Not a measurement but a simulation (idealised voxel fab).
Name of the process module below: voxel wiring stack
The cross-section shown here is cut; it is 225 nm wide and divided into square cells measuring 5 nm on a side.
If you're reading a cross-section in this doc, picture square cells in a grid; it comes to you as bands, top ones listed first down to the bottom, and a band can be one or more rows of cells. Heads up on the band format: heights come first, top then bottom, in nm. After that it's the materials left to right, each with its width in nm. A single material flagged "edge to edge" fills the whole band edge to edge, and "empty" means there's empty space there. Heights are reckoned from 0. Under this level, the received wafer is all of one material. The bottommost band is open-ended downward, for example "0 nm and below". With a width like "30 to 40", each row of cells in the band differs from the next by the same amount, the top row carrying the first number and the bottom row the second. Where the words "same as before" appear for a step, the cross-section shows no cell changed by that step; every cell remained as before. Basically, "Sealed void inventory" tells you about the enclosed voids: empty spaces with no open way to the top, 8 cells or bigger, each written width x height at distance, where distance is from the left edge, all in nm. Post-settings text on a step line: simulator's own remark regarding the step. overlay nm: mask right of planned place by this much (step with mask). Neg. = left.

# Steps in the process plan
1: RECEIVE, material Si
2: CONFORMAL_DEP, material SiO2, thk nm 15
3: CONFORMAL_DEP, material SiCN, thk nm 5
4: DIRECTIONAL_DEP, material lowk, thk nm 20
5: DIRECTIONAL_DEP, material aC, thk nm 10
6: PATTERN, tone open, mask id METAL_1, material resist, width nm 20, pitch nm 35, thk nm 30, overlay nm 0
7: DIRECTIONAL_ETCH, etch materials aC, depth nm 10
8: STRIP, etch materials resist
9: DIRECTIONAL_ETCH, etch materials lowk, depth nm 20
10: DIRECTIONAL_ETCH, etch materials SiCN, depth nm 5
11: STRIP, etch materials aC
12: CONFORMAL_DEP, material TiN, thk nm 5
13: FILL_DEP, material Cu, thk nm 10
14: CMP, height nm 40
15: CONFORMAL_DEP, material SiCN, thk nm 5
16: DIRECTIONAL_DEP, material lowk, thk nm 30
17: PATTERN, tone open, mask id METAL_2, material resist, width nm 20, pitch nm 35, thk nm 20, overlay nm 0
18: DIRECTIONAL_ETCH, etch materials lowk, depth nm 15
19: STRIP, etch materials resist
20: PATTERN, tone open, mask id METAL_2_HOLES, material resist, width nm 15, pitch nm 35, thk nm 15, overlay nm 0
21: DIRECTIONAL_ETCH, etch materials lowk, depth nm 15
22: DIRECTIONAL_ETCH, etch materials SiCN, depth nm 5
23: STRIP, etch materials resist
24: CONFORMAL_DEP, material TiN, thk nm 5
25: FILL_DEP, material Ru, thk nm 10
26: CMP, height nm 75
27: CONFORMAL_DEP, material SiCN, thk nm 5
28: DIRECTIONAL_DEP, material lowk, thk nm 25
29: MASKED_ETCH, tone open, mask id METAL_3, width nm 20, pitch nm 35, etch materials lowk, depth nm 15, overlay nm 0
30: PATTERN, tone open, mask id METAL_3_HOLES, material resist, width nm 15, pitch nm 70, thk nm 15, overlay nm 0
31: DIRECTIONAL_ETCH, etch materials lowk, depth nm 10
32: DIRECTIONAL_ETCH, etch materials SiCN, depth nm 5
33: STRIP, etch materials resist
34: CONFORMAL_DEP, material TiN, thk nm 5
35: FILL_DEP, material Ru, thk nm 10
36: CMP, height nm 105
37: CONFORMAL_DEP, material SiCN, thk nm 5

# Account of the first of two wafers, which was processed as intended

# This is the cross-section of the wafer as we received it, i.e. after step 1
> 0 nm and below = Si edge to edge
> Sealed void inventory: none

# Cross-sectional representation of the wafer at the conclusion of step 2
> 15 nm to 0 nm = SiO2 edge to edge
> Everything below 0 is unchanged.

# Cross-sectional representation of the wafer at the conclusion of step 3
> 20 nm to 15 nm = SiCN edge to edge
> Everything below 15 is unchanged.

# Cross-sectional representation of the wafer at the conclusion of step 4
> 40 nm to 20 nm = lowk edge to edge
> Everything below 20 is unchanged.

# Cross-sectional representation of the wafer at the conclusion of step 5
> 50 nm to 40 nm = aC edge to edge
> Everything below 40 is unchanged.

# Cross-sectional representation of the wafer at the conclusion of step 6
> 80 nm to 50 nm = 65 nm resist  20 nm empty  15 nm resist  20 nm empty  15 nm resist  20 nm empty  70 nm resist
> Everything below 50 is unchanged.

# Cross-sectional representation of the wafer at the conclusion of step 7
> 70 nm to 50 nm = 65 nm resist  20 nm empty  15 nm resist  20 nm empty  15 nm resist  20 nm empty  70 nm resist
> 50 nm to 40 nm = 65 nm aC  20 nm empty  15 nm aC  20 nm empty  15 nm aC  20 nm empty  70 nm aC
> Everything below 40 is unchanged.

# Cross-sectional representation of the wafer at the conclusion of step 8
> 50 nm to 40 nm = 65 nm aC  20 nm empty  15 nm aC  20 nm empty  15 nm aC  20 nm empty  70 nm aC
> Everything below 40 is unchanged.

# Cross-sectional representation of the wafer at the conclusion of step 9
> 50 nm to 40 nm = 65 nm aC  20 nm empty  15 nm aC  20 nm empty  15 nm aC  20 nm empty  70 nm aC
> 40 nm to 20 nm = 65 nm lowk  20 nm empty  15 nm lowk  20 nm empty  15 nm lowk  20 nm empty  70 nm lowk
> Everything below 20 is unchanged.

# Cross-sectional representation of the wafer at the conclusion of step 10
> 50 nm to 40 nm = 65 nm aC  20 nm empty  15 nm aC  20 nm empty  15 nm aC  20 nm empty  70 nm aC
> 40 nm to 20 nm = 65 nm lowk  20 nm empty  15 nm lowk  20 nm empty  15 nm lowk  20 nm empty  70 nm lowk
> 20 nm to 15 nm = 65 nm SiCN  20 nm empty  15 nm SiCN  20 nm empty  15 nm SiCN  20 nm empty  70 nm SiCN
> Everything below 15 is unchanged.

# Cross-sectional representation of the wafer at the conclusion of step 11
> 40 nm to 20 nm = 65 nm lowk  20 nm empty  15 nm lowk  20 nm empty  15 nm lowk  20 nm empty  70 nm lowk
> Everything below 20 is unchanged.

# Cross-sectional representation of the wafer at the conclusion of step 12
> 45 nm to 40 nm = 70 nm TiN  10 nm empty  25 nm TiN  10 nm empty  25 nm TiN  10 nm empty  75 nm TiN
> 40 nm to 20 nm = 65 nm lowk  5 nm TiN  10 nm empty  5 nm TiN  15 nm lowk  5 nm TiN  10 nm empty  5 nm TiN  15 nm lowk  5 nm TiN  10 nm empty  5 nm TiN  70 nm lowk
> 20 nm to 15 nm = 65 nm SiCN  20 nm TiN  15 nm SiCN  20 nm TiN  15 nm SiCN  20 nm TiN  70 nm SiCN
> Everything below 15 is unchanged.

# Cross-sectional representation of the wafer at the conclusion of step 13
> 55 nm to 45 nm = Cu edge to edge
> 45 nm to 40 nm = 70 nm TiN  10 nm Cu  25 nm TiN  10 nm Cu  25 nm TiN  10 nm Cu  75 nm TiN
> 40 nm to 20 nm = 65 nm lowk  5 nm TiN  10 nm Cu  5 nm TiN  15 nm lowk  5 nm TiN  10 nm Cu  5 nm TiN  15 nm lowk  5 nm TiN  10 nm Cu  5 nm TiN  70 nm lowk
> Everything below 20 is unchanged.

# Cross-sectional representation of the wafer at the conclusion of step 14
> 40 nm to 20 nm = 65 nm lowk  5 nm TiN  10 nm Cu  5 nm TiN  15 nm lowk  5 nm TiN  10 nm Cu  5 nm TiN  15 nm lowk  5 nm TiN  10 nm Cu  5 nm TiN  70 nm lowk
> Everything below 20 is unchanged.

# Cross-sectional representation of the wafer at the conclusion of step 15
> 45 nm to 40 nm = SiCN edge to edge
> Everything below 40 is unchanged.

# Cross-sectional representation of the wafer at the conclusion of step 16
> 75 nm to 45 nm = lowk edge to edge
> Everything below 45 is unchanged.

# Cross-sectional representation of the wafer at the conclusion of step 17
> 95 nm to 75 nm = 65 nm resist  20 nm empty  15 nm resist  20 nm empty  15 nm resist  20 nm empty  70 nm resist
> Everything below 75 is unchanged.

# Cross-sectional representation of the wafer at the conclusion of step 18
> 95 nm to 75 nm = 65 nm resist  20 nm empty  15 nm resist  20 nm empty  15 nm resist  20 nm empty  70 nm resist
> 75 nm to 60 nm = 65 nm lowk  20 nm empty  15 nm lowk  20 nm empty  15 nm lowk  20 nm empty  70 nm lowk
> Everything below 60 is unchanged.

# Cross-sectional representation of the wafer at the conclusion of step 19
> 75 nm to 60 nm = 65 nm lowk  20 nm empty  15 nm lowk  20 nm empty  15 nm lowk  20 nm empty  70 nm lowk
> Everything below 60 is unchanged.

# Cross-sectional representation of the wafer at the conclusion of step 20
> 90 nm to 75 nm = 65 nm resist  15 nm empty  20 nm resist  15 nm empty  20 nm resist  15 nm empty  75 nm resist
> 75 nm to 60 nm = 65 nm lowk  15 nm empty  5 nm resist  15 nm lowk  15 nm empty  5 nm resist  15 nm lowk  15 nm empty  5 nm resist  70 nm lowk
> Everything below 60 is unchanged.

# Cross-sectional representation of the wafer at the conclusion of step 21
> 90 nm to 75 nm = 65 nm resist  15 nm empty  20 nm resist  15 nm empty  20 nm resist  15 nm empty  75 nm resist
> 75 nm to 60 nm = 65 nm lowk  15 nm empty  5 nm resist  15 nm lowk  15 nm empty  5 nm resist  15 nm lowk  15 nm empty  5 nm resist  70 nm lowk
> 60 nm to 45 nm = 65 nm lowk  15 nm empty  20 nm lowk  15 nm empty  20 nm lowk  15 nm empty  75 nm lowk
> Everything below 45 is unchanged.

# Cross-sectional representation of the wafer at the conclusion of step 22
> 90 nm to 75 nm = 65 nm resist  15 nm empty  20 nm resist  15 nm empty  20 nm resist  15 nm empty  75 nm resist
> 75 nm to 60 nm = 65 nm lowk  15 nm empty  5 nm resist  15 nm lowk  15 nm empty  5 nm resist  15 nm lowk  15 nm empty  5 nm resist  70 nm lowk
> 60 nm to 45 nm = 65 nm lowk  15 nm empty  20 nm lowk  15 nm empty  20 nm lowk  15 nm empty  75 nm lowk
> 45 nm to 40 nm = 65 nm SiCN  15 nm empty  20 nm SiCN  15 nm empty  20 nm SiCN  15 nm empty  75 nm SiCN
> Everything below 40 is unchanged.

# Cross-sectional representation of the wafer at the conclusion of step 23
> 75 nm to 60 nm = 65 nm lowk  20 nm empty  15 nm lowk  20 nm empty  15 nm lowk  20 nm empty  70 nm lowk
> Everything below 60 is unchanged.

# Cross-sectional representation of the wafer at the conclusion of step 24
> 80 nm to 75 nm = 70 nm TiN  10 nm empty  25 nm TiN  10 nm empty  25 nm TiN  10 nm empty  75 nm TiN
> 75 nm to 65 nm = 65 nm lowk  5 nm TiN  10 nm empty  5 nm TiN  15 nm lowk  5 nm TiN  10 nm empty  5 nm TiN  15 nm lowk  5 nm TiN  10 nm empty  5 nm TiN  70 nm lowk
> 65 nm to 60 nm = 65 nm lowk  5 nm TiN  5 nm empty  10 nm TiN  15 nm lowk  5 nm TiN  5 nm empty  10 nm TiN  15 nm lowk  5 nm TiN  5 nm empty  10 nm TiN  70 nm lowk
> 60 nm to 45 nm = 65 nm lowk  5 nm TiN  5 nm empty  5 nm TiN  20 nm lowk  5 nm TiN  5 nm empty  5 nm TiN  20 nm lowk  5 nm TiN  5 nm empty  5 nm TiN  75 nm lowk
> 45 nm to 40 nm = 65 nm SiCN  15 nm TiN  20 nm SiCN  15 nm TiN  20 nm SiCN  15 nm TiN  75 nm SiCN
> Everything below 40 is unchanged.

# Cross-sectional representation of the wafer at the conclusion of step 25
> 90 nm to 80 nm = Ru edge to edge
> 80 nm to 75 nm = 70 nm TiN  10 nm Ru  25 nm TiN  10 nm Ru  25 nm TiN  10 nm Ru  75 nm TiN
> 75 nm to 65 nm = 65 nm lowk  5 nm TiN  10 nm Ru  5 nm TiN  15 nm lowk  5 nm TiN  10 nm Ru  5 nm TiN  15 nm lowk  5 nm TiN  10 nm Ru  5 nm TiN  70 nm lowk
> 65 nm to 60 nm = 65 nm lowk  5 nm TiN  5 nm Ru  10 nm TiN  15 nm lowk  5 nm TiN  5 nm Ru  10 nm TiN  15 nm lowk  5 nm TiN  5 nm Ru  10 nm TiN  70 nm lowk
> 60 nm to 45 nm = 65 nm lowk  5 nm TiN  5 nm Ru  5 nm TiN  20 nm lowk  5 nm TiN  5 nm Ru  5 nm TiN  20 nm lowk  5 nm TiN  5 nm Ru  5 nm TiN  75 nm lowk
> Everything below 45 is unchanged.

# Cross-sectional representation of the wafer at the conclusion of step 26
> 75 nm to 65 nm = 65 nm lowk  5 nm TiN  10 nm Ru  5 nm TiN  15 nm lowk  5 nm TiN  10 nm Ru  5 nm TiN  15 nm lowk  5 nm TiN  10 nm Ru  5 nm TiN  70 nm lowk
> Everything below 65 is unchanged.

# Cross-sectional representation of the wafer at the conclusion of step 27
> 80 nm to 75 nm = SiCN edge to edge
> Everything below 75 is unchanged.

# Cross-sectional representation of the wafer at the conclusion of step 28
> 105 nm to 80 nm = lowk edge to edge
> Everything below 80 is unchanged.

# Cross-sectional representation of the wafer at the conclusion of step 29
> 105 nm to 90 nm = 65 nm lowk  20 nm empty  15 nm lowk  20 nm empty  15 nm lowk  20 nm empty  70 nm lowk
> Everything below 90 is unchanged.

# Cross-sectional representation of the wafer at the conclusion of step 30
> 120 nm to 105 nm = 65 nm resist  15 nm empty  55 nm resist  15 nm empty  75 nm resist
> 105 nm to 90 nm = 65 nm lowk  15 nm empty  5 nm resist  15 nm lowk  20 nm resist  15 nm lowk  15 nm empty  5 nm resist  70 nm lowk
> Everything below 90 is unchanged.

# Cross-sectional representation of the wafer at the conclusion of step 31
> 120 nm to 105 nm = 65 nm resist  15 nm empty  55 nm resist  15 nm empty  75 nm resist
> 105 nm to 90 nm = 65 nm lowk  15 nm empty  5 nm resist  15 nm lowk  20 nm resist  15 nm lowk  15 nm empty  5 nm resist  70 nm lowk
> 90 nm to 80 nm = 65 nm lowk  15 nm empty  55 nm lowk  15 nm empty  75 nm lowk
> Everything below 80 is unchanged.

# Cross-sectional representation of the wafer at the conclusion of step 32
> 120 nm to 105 nm = 65 nm resist  15 nm empty  55 nm resist  15 nm empty  75 nm resist
> 105 nm to 90 nm = 65 nm lowk  15 nm empty  5 nm resist  15 nm lowk  20 nm resist  15 nm lowk  15 nm empty  5 nm resist  70 nm lowk
> 90 nm to 80 nm = 65 nm lowk  15 nm empty  55 nm lowk  15 nm empty  75 nm lowk
> 80 nm to 75 nm = 65 nm SiCN  15 nm empty  55 nm SiCN  15 nm empty  75 nm SiCN
> Everything below 75 is unchanged.

# Cross-sectional representation of the wafer at the conclusion of step 33
> 105 nm to 90 nm = 65 nm lowk  20 nm empty  15 nm lowk  20 nm empty  15 nm lowk  20 nm empty  70 nm lowk
> Everything below 90 is unchanged.

# Cross-sectional representation of the wafer at the conclusion of step 34
> 110 nm to 105 nm = 70 nm TiN  10 nm empty  25 nm TiN  10 nm empty  25 nm TiN  10 nm empty  75 nm TiN
> 105 nm to 95 nm = 65 nm lowk  5 nm TiN  10 nm empty  5 nm TiN  15 nm lowk  5 nm TiN  10 nm empty  5 nm TiN  15 nm lowk  5 nm TiN  10 nm empty  5 nm TiN  70 nm lowk
> 95 nm to 90 nm = 65 nm lowk  5 nm TiN  5 nm empty  10 nm TiN  15 nm lowk  20 nm TiN  15 nm lowk  5 nm TiN  5 nm empty  10 nm TiN  70 nm lowk
> 90 nm to 80 nm = 65 nm lowk  5 nm TiN  5 nm empty  5 nm TiN  55 nm lowk  5 nm TiN  5 nm empty  5 nm TiN  75 nm lowk
> 80 nm to 75 nm = 65 nm SiCN  15 nm TiN  55 nm SiCN  15 nm TiN  75 nm SiCN
> Everything below 75 is unchanged.

# Cross-sectional representation of the wafer at the conclusion of step 35
> 120 nm to 110 nm = Ru edge to edge
> 110 nm to 105 nm = 70 nm TiN  10 nm Ru  25 nm TiN  10 nm Ru  25 nm TiN  10 nm Ru  75 nm TiN
> 105 nm to 95 nm = 65 nm lowk  5 nm TiN  10 nm Ru  5 nm TiN  15 nm lowk  5 nm TiN  10 nm Ru  5 nm TiN  15 nm lowk  5 nm TiN  10 nm Ru  5 nm TiN  70 nm lowk
> 95 nm to 90 nm = 65 nm lowk  5 nm TiN  5 nm Ru  10 nm TiN  15 nm lowk  20 nm TiN  15 nm lowk  5 nm TiN  5 nm Ru  10 nm TiN  70 nm lowk
> 90 nm to 80 nm = 65 nm lowk  5 nm TiN  5 nm Ru  5 nm TiN  55 nm lowk  5 nm TiN  5 nm Ru  5 nm TiN  75 nm lowk
> Everything below 80 is unchanged.

# Cross-sectional representation of the wafer at the conclusion of step 36
> 105 nm to 95 nm = 65 nm lowk  5 nm TiN  10 nm Ru  5 nm TiN  15 nm lowk  5 nm TiN  10 nm Ru  5 nm TiN  15 nm lowk  5 nm TiN  10 nm Ru  5 nm TiN  70 nm lowk
> Everything below 95 is unchanged.

# Cross-sectional representation of the wafer at the conclusion of step 37
> 110 nm to 105 nm = SiCN edge to edge
> Everything below 105 is unchanged.

# For the second wafer, take the first wafer's start and plan, then add one mistake made in running it; everything through step 28, that step included, is shared with the first

# X-section, second wafer, when step 29 was due to finish
> 105 nm to 90 nm = 65 nm empty  20 nm lowk  15 nm empty  20 nm lowk  15 nm empty  20 nm lowk  70 nm empty
> Everything below 90 is unchanged.

# X-section, second wafer, when step 30 was due to finish
> 120 nm to 105 nm = 65 nm resist  15 nm empty  55 nm resist  15 nm empty  75 nm resist
> 105 nm to 90 nm = 65 nm resist  20 nm lowk  15 nm resist  20 nm lowk  15 nm resist  20 nm lowk  70 nm resist
> Everything below 90 is unchanged.

# X-section, second wafer, when step 31 was due to finish
> 120 nm to 105 nm = 65 nm resist  15 nm empty  55 nm resist  15 nm empty  75 nm resist
> 105 nm to 95 nm = 65 nm resist  15 nm empty  5 nm lowk  15 nm resist  20 nm lowk  15 nm resist  15 nm empty  5 nm lowk  70 nm resist
> Everything below 95 is unchanged.

X-section, second wafer, when step 32 was due to finish: same as before

# X-section, second wafer, when step 33 was due to finish
> 105 nm to 95 nm = 80 nm empty  5 nm lowk  15 nm empty  20 nm lowk  30 nm empty  5 nm lowk  70 nm empty
> 95 nm to 90 nm = 65 nm empty  20 nm lowk  15 nm empty  20 nm lowk  15 nm empty  20 nm lowk  70 nm empty
> Everything below 90 is unchanged.

# X-section, second wafer, when step 34 was due to finish
> 110 nm to 105 nm = 75 nm empty  15 nm TiN  5 nm empty  30 nm TiN  20 nm empty  15 nm TiN  65 nm empty
> 105 nm to 95 nm = 75 to 60 nm empty  5 to 20 nm TiN  5 nm lowk  5 nm TiN  5 nm empty  5 nm TiN  20 nm lowk  5 nm TiN  20 to 5 nm empty  5 to 20 nm TiN  5 nm lowk  5 nm TiN  65 nm empty
> 95 nm to 90 nm = 65 nm TiN  20 nm lowk  15 nm TiN  20 nm lowk  15 nm TiN  20 nm lowk  70 nm TiN
> Everything below 90 is unchanged.

# X-section, second wafer, when step 35 was due to finish
> 120 nm to 110 nm = Ru edge to edge
> 110 nm to 105 nm = 75 nm Ru  15 nm TiN  5 nm Ru  30 nm TiN  20 nm Ru  15 nm TiN  65 nm Ru
> 105 nm to 95 nm = 75 to 60 nm Ru  5 to 20 nm TiN  5 nm lowk  5 nm TiN  5 nm Ru  5 nm TiN  20 nm lowk  5 nm TiN  20 to 5 nm Ru  5 to 20 nm TiN  5 nm lowk  5 nm TiN  65 nm Ru
> Everything below 95 is unchanged.

# X-section, second wafer, when step 36 was due to finish
> 105 nm to 95 nm = 75 to 60 nm Ru  5 to 20 nm TiN  5 nm lowk  5 nm TiN  5 nm Ru  5 nm TiN  20 nm lowk  5 nm TiN  20 to 5 nm Ru  5 to 20 nm TiN  5 nm lowk  5 nm TiN  65 nm Ru
> Everything below 95 is unchanged.

# X-section, second wafer, when step 37 was due to finish
> 110 nm to 105 nm = SiCN edge to edge
> Everything below 105 is unchanged.
Which mistake was made when the wafer was run? planned and actual differ for step 29; actual: MASKED_ETCH, tone cover, mask id METAL_3, width nm 20, pitch nm 35, etch materials lowk, depth nm 15, overlay nm 0
Final tally in cells, some materials are higher or lower on the second wafer than on the first: Ru +42; SiCN +6; TiN +15; lowk -63
